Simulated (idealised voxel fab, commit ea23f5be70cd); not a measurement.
This is a process module. Its name is voxel trench capacitor.
This is section cut - it's 175 nm across, gridded in 5 nm square cells.
For the purposes of this document, a cross-section shall be understood as a grid of square cells, specified as bands listed in top-to-bottom order, each band consisting of one or more rows of cells. Band: top and bottom heights (nm) first, top before bottom; then materials from left to right, widths in nm. "everywhere" marks a sole material filling the band edge to edge. "empty" denotes empty space. We count height from 0. Below that, the starting wafer is all one material. The lowest band never ends at the bottom but goes on down; see "from 0 down" for how that is written. When a width is written as two numbers, as in "30..40", the first number is the width in the top row of cells of the band and the second is the width in its bottom row, and the width changes by the same amount from each row to the next. Reading "remained the same" for a step: not a cell of the cross-section changed in it. Each empty space that has no open way to the top and spans at least 8 cells appears under "Fully sealed cavities" as width x height at distance, the distance counted from the left edge, all in nm. That trailing text on a step's line, after the settings, is the simulator's own remark on the step. overlay nm: mask right of planned place by this much (step with mask). Neg. = left.

### Set out below are the planned steps of the process
1) op RECEIVE | material Si
2) op CONFORMAL_DEP | material SiN | thk nm 10
3) op DIRECTIONAL_DEP | material aC | thk nm 15
4) op PATTERN | tone open | mask id TRENCH | material resist | width nm 25 | pitch nm 40 | thk nm 30 | overlay nm 0
5) op DIRECTIONAL_ETCH | etch materials aC | depth nm 15
6) op STRIP | etch materials resist
7) op DIRECTIONAL_ETCH | etch materials SiN | depth nm 10
8) op DIRECTIONAL_ETCH | etch materials Si | depth nm 35
9) op STRIP | etch materials aC
10) op CONFORMAL_DEP | material Al2O3 | thk nm 5
11) op CONFORMAL_DEP | material TiN | thk nm 5
12) op FILL_DEP | material W | thk nm 10
13) op CMP | height nm 10

### The first of a set of two wafers, run to plan

### Wafer at receipt (post step 1), cross-section
> from 0 down = Si everywhere
> Fully sealed cavities: none

### State of the wafer after step 2, shown in cross-section
> from 10 to 0 = SiN everywhere
> Lower than 0, everything is as it was.

### State of the wafer after step 3, shown in cross-section
> from 25 to 10 = aC everywhere
> Lower than 10, everything is as it was.

### State of the wafer after step 4, shown in cross-section
> from 55 to 25 = resist 35; empty 25; resist 15; empty 25; resist 15; empty 25; resist 35
> Lower than 25, everything is as it was.

### State of the wafer after step 5, shown in cross-section
> from 40 to 25 = resist 35; empty 25; resist 15; empty 25; resist 15; empty 25; resist 35
> from 25 to 10 = aC 35; empty 25; aC 15; empty 25; aC 15; empty 25; aC 35
> Lower than 10, everything is as it was.

### State of the wafer after step 6, shown in cross-section
> from 25 to 10 = aC 35; empty 25; aC 15; empty 25; aC 15; empty 25; aC 35
> Lower than 10, everything is as it was.

### State of the wafer after step 7, shown in cross-section
> from 25 to 10 = aC 35; empty 25; aC 15; empty 25; aC 15; empty 25; aC 35
> from 10 to 0 = SiN 35; empty 25; SiN 15; empty 25; SiN 15; empty 25; SiN 35
> Lower than 0, everything is as it was.

### State of the wafer after step 8, shown in cross-section
> from 25 to 10 = aC 35; empty 25; aC 15; empty 25; aC 15; empty 25; aC 35
> from 10 to 0 = SiN 35; empty 25; SiN 15; empty 25; SiN 15; empty 25; SiN 35
> from 0 to -35 = Si 35; empty 25; Si 15; empty 25; Si 15; empty 25; Si 35
> Lower than -35, everything is as it was.

### State of the wafer after step 9, shown in cross-section
> from 10 to 0 = SiN 35; empty 25; SiN 15; empty 25; SiN 15; empty 25; SiN 35
> Lower than 0, everything is as it was.

### State of the wafer after step 10, shown in cross-section
> from 15 to 10 = Al2O3 40; empty 15; Al2O3 25; empty 15; Al2O3 25; empty 15; Al2O3 40
> from 10 to 0 = SiN 35; Al2O3 5; empty 15; Al2O3 5; SiN 15; Al2O3 5; empty 15; Al2O3 5; SiN 15; Al2O3 5; empty 15; Al2O3 5; SiN 35
> from 0 to -30 = Si 35; Al2O3 5; empty 15; Al2O3 5; Si 15; Al2O3 5; empty 15; Al2O3 5; Si 15; Al2O3 5; empty 15; Al2O3 5; Si 35
> from -30 to -35 = Si 35; Al2O3 25; Si 15; Al2O3 25; Si 15; Al2O3 25; Si 35
> Lower than -35, everything is as it was.

### State of the wafer after step 11, shown in cross-section
> from 20 to 15 = TiN 45; empty 5; TiN 35; empty 5; TiN 35; empty 5; TiN 45
> from 15 to 10 = Al2O3 40; TiN 5; empty 5; TiN 5; Al2O3 25; TiN 5; empty 5; TiN 5; Al2O3 25; TiN 5; empty 5; TiN 5; Al2O3 40
> from 10 to 0 = SiN 35; Al2O3 5; TiN 5; empty 5; TiN 5; Al2O3 5; SiN 15; Al2O3 5; TiN 5; empty 5; TiN 5; Al2O3 5; SiN 15; Al2O3 5; TiN 5; empty 5; TiN 5; Al2O3 5; SiN 35
> from 0 to -25 = Si 35; Al2O3 5; TiN 5; empty 5; TiN 5; Al2O3 5; Si 15; Al2O3 5; TiN 5; empty 5; TiN 5; Al2O3 5; Si 15; Al2O3 5; TiN 5; empty 5; TiN 5; Al2O3 5; Si 35
> from -25 to -30 = Si 35; Al2O3 5; TiN 15; Al2O3 5; Si 15; Al2O3 5; TiN 15; Al2O3 5; Si 15; Al2O3 5; TiN 15; Al2O3 5; Si 35
> Lower than -30, everything is as it was.

### State of the wafer after step 12, shown in cross-section
> from 30 to 20 = W everywhere
> from 20 to 15 = TiN 45; W 5; TiN 35; W 5; TiN 35; W 5; TiN 45
> from 15 to 10 = Al2O3 40; TiN 5; W 5; TiN 5; Al2O3 25; TiN 5; W 5; TiN 5; Al2O3 25; TiN 5; W 5; TiN 5; Al2O3 40
> from 10 to 0 = SiN 35; Al2O3 5; TiN 5; W 5; TiN 5; Al2O3 5; SiN 15; Al2O3 5; TiN 5; W 5; TiN 5; Al2O3 5; SiN 15; Al2O3 5; TiN 5; W 5; TiN 5; Al2O3 5; SiN 35
> from 0 to -25 = Si 35; Al2O3 5; TiN 5; W 5; TiN 5; Al2O3 5; Si 15; Al2O3 5; TiN 5; W 5; TiN 5; Al2O3 5; Si 15; Al2O3 5; TiN 5; W 5; TiN 5; Al2O3 5; Si 35
> Lower than -25, everything is as it was.

### State of the wafer after step 13, shown in cross-section
> from 10 to 0 = SiN 35; Al2O3 5; TiN 5; W 5; TiN 5; Al2O3 5; SiN 15; Al2O3 5; TiN 5; W 5; TiN 5; Al2O3 5; SiN 15; Al2O3 5; TiN 5; W 5; TiN 5; Al2O3 5; SiN 35
> Lower than 0, everything is as it was.

### Okay, second wafer. Nothing different at the start, nothing different in the plan, just one mistake somewhere in the running. As far as step 9, counting that step, it's the first wafer all over again

### Second wafer cross-section, taken as of the time the plan sets for step 10 to be done
> from 25 to 10 = Al2O3 everywhere
> from 10 to 0 = SiN 35; Al2O3 25; SiN 15; Al2O3 25; SiN 15; Al2O3 25; SiN 35
> from 0 to -35 = Si 35; Al2O3 25; Si 15; Al2O3 25; Si 15; Al2O3 25; Si 35
> Lower than -35, everything is as it was.

### Second wafer cross-section, taken as of the time the plan sets for step 11 to be done
> from 30 to 25 = TiN everywhere
> Lower than 25, everything is as it was.

### Second wafer cross-section, taken as of the time the plan sets for step 12 to be done
> from 40 to 30 = W everywhere
> Lower than 30, everything is as it was.

### Second wafer cross-section, taken as of the time the plan sets for step 13 to be done
> from 10 to 0 = SiN 35; Al2O3 25; SiN 15; Al2O3 25; SiN 15; Al2O3 25; SiN 35
> Lower than 0, everything is as it was.
Run error: so step 10 ended up running with a different setting than we planned, it ran as op CONFORMAL_DEP | material Al2O3 | thk nm 15
Final comparison by cell count, materials where the second wafer has more or fewer than the first: Al2O3 +72; TiN -51; W -21
